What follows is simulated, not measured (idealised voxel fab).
The process module that follows is named voxel capacitor over wiring.
It is cross-section cut that appears here, measuring 300 nm in width, its square cells being 5 nm in size.
Cross-section format: a grid of square cells, given as bands from top to bottom; each band is one or more rows of cells. Band: top height; bottom height; in nm. Then, left to right: material with width in nm, for each material. "everywhere": a single material spanning edge to edge. "empty": empty space. Heights are measured from 0, the level below which the as-received wafer is all one material; the lowest band has no bottom and continues downward, written as in "0 -> down". A width such as "30..40" changes by the same amount from each row of cells to the next, from the band's top row to its bottom row. You'll sometimes find "nothing altered" written for a step, and that's the way of saying that nowhere in the cross-section did a cell change during that step. "Unvented voids" enumerates empty spaces isolated from the top, with no open way to it, that contain at least 8 cells, giving each as width x height at distance from the left edge, all three in nm. Read whatever lies past the settings on a step's line as the simulator's own remark about the step. "overlay nm", when on a step's line for a step with a mask, measures how far to the right of its planned place the mask lay; a negative measure means to the left.
**These are the steps we planned for the process**
| 1 | RECEIVE [material Si] |
| 2 | CONFORMAL_DEP [material SiO2] [thk nm 10] |
| 3 | DIRECTIONAL_DEP [material TiN] [thk nm 5] |
| 4 | DIRECTIONAL_DEP [material W] [thk nm 20] |
| 5 | DIRECTIONAL_DEP [material aC] [thk nm 10] |
| 6 | PATTERN [tone cover] [mask id METAL_1] [material resist] [width nm 20] [pitch nm 85] [thk nm 30] [overlay nm 0] |
| 7 | DIRECTIONAL_ETCH [etch materials aC] [depth nm 10] |
| 8 | STRIP [etch materials resist] |
| 9 | DIRECTIONAL_ETCH [etch materials W] [depth nm 20] |
| 10 | DIRECTIONAL_ETCH [etch materials TiN] [depth nm 5] |
| 11 | STRIP [etch materials aC] |
| 12 | CONFORMAL_DEP [material SiN] [thk nm 5] |
| 13 | FILL_DEP [material lowk] [thk nm 10] |
| 14 | CMP [height nm 35] |
| 15 | CONFORMAL_DEP [material SiCN] [thk nm 5] |
| 16 | DIRECTIONAL_DEP [material SiO2] [thk nm 20] |
| 17 | MASKED_ETCH [tone open] [mask id PLUG_1] [width nm 15] [etch materials SiO2] [depth nm 20] [overlay nm 0] |
| 18 | MASKED_ETCH [tone open] [mask id PLUG_1] [width nm 15] [etch materials SiCN] [depth nm 5] [overlay nm 0] |
| 19 | CONFORMAL_DEP [material TiN] [thk nm 5] |
| 20 | FILL_DEP [material Cu] [thk nm 5] |
| 21 | CMP [height nm 60] |
| 22 | DIRECTIONAL_DEP [material TiN] [thk nm 5] |
| 23 | DIRECTIONAL_DEP [material Al2O3] [thk nm 5] |
| 24 | DIRECTIONAL_DEP [material TiN] [thk nm 10] |
| 25 | DIRECTIONAL_DEP [material aC] [thk nm 15] |
| 26 | PATTERN [tone cover] [mask id UPPER_PLATE] [material resist] [width nm 70] [thk nm 35] [overlay nm 0] |
| 27 | DIRECTIONAL_ETCH [etch materials aC] [depth nm 15] |
| 28 | STRIP [etch materials resist] |
| 29 | DIRECTIONAL_ETCH [etch materials TiN] [depth nm 10] |
| 30 | DIRECTIONAL_ETCH [etch materials Al2O3] [depth nm 5] |
| 31 | STRIP [etch materials aC] |
| 32 | DIRECTIONAL_DEP [material aC] [thk nm 10] |
| 33 | PATTERN [tone cover] [mask id LOWER_PLATE] [material resist] [width nm 80] [thk nm 30] [overlay nm 0] |
| 34 | DIRECTIONAL_ETCH [etch materials aC] [depth nm 10] |
| 35 | STRIP [etch materials resist] |
| 36 | DIRECTIONAL_ETCH [etch materials TiN] [depth nm 5] |
| 37 | STRIP [etch materials aC] |
| 38 | FILL_DEP [material SiO2] [thk nm 15] |
| 39 | CMP [height nm 90] |
| 40 | PATTERN [tone open] [mask id PLUG_2] [material resist] [width nm 15] [thk nm 20] [overlay nm 0] |
| 41 | DIRECTIONAL_ETCH [etch materials SiO2] [depth nm 10] |
| 42 | STRIP [etch materials resist] |
| 43 | CONFORMAL_DEP [material TiN] [thk nm 5] |
| 44 | FILL_DEP [material Ru] [thk nm 5] |
| 45 | CMP [height nm 90] |
| 46 | CONFORMAL_DEP [material SiN] [thk nm 5] |
Variable across wafers: step 40 width nm (plan value is that of the first wafer; starting state common to all).
**Incoming state of the first of several wafers in cross-section: after step 1**
> 0 -> down | Si everywhere
> Unvented voids: none
**Quick key for the table: a row per wafer, taken at the end of the module. For each material it tells you how many cells the wafer gained (+) or lost (-) since it came in, and the closed voids come after**
width nm 15 | +14 Al2O3 | +4 Cu | +1 Ru | +57 SiCN | +128 SiN | +644 SiO2 | +68 TiN | +32 W | +192 lowk | Unvented voids: none
width nm 20 | +14 Al2O3 | +4 Cu | +2 Ru | +57 SiCN | +128 SiN | +642 SiO2 | +69 TiN | +32 W | +192 lowk | Unvented voids: none
width nm 25 | +14 Al2O3 | +4 Cu | +3 Ru | +57 SiCN | +128 SiN | +640 SiO2 | +70 TiN | +32 W | +192 lowk | Unvented voids: none
width nm 30 | +14 Al2O3 | +4 Cu | +4 Ru | +57 SiCN | +128 SiN | +638 SiO2 | +71 TiN | +32 W | +192 lowk | Unvented voids: none
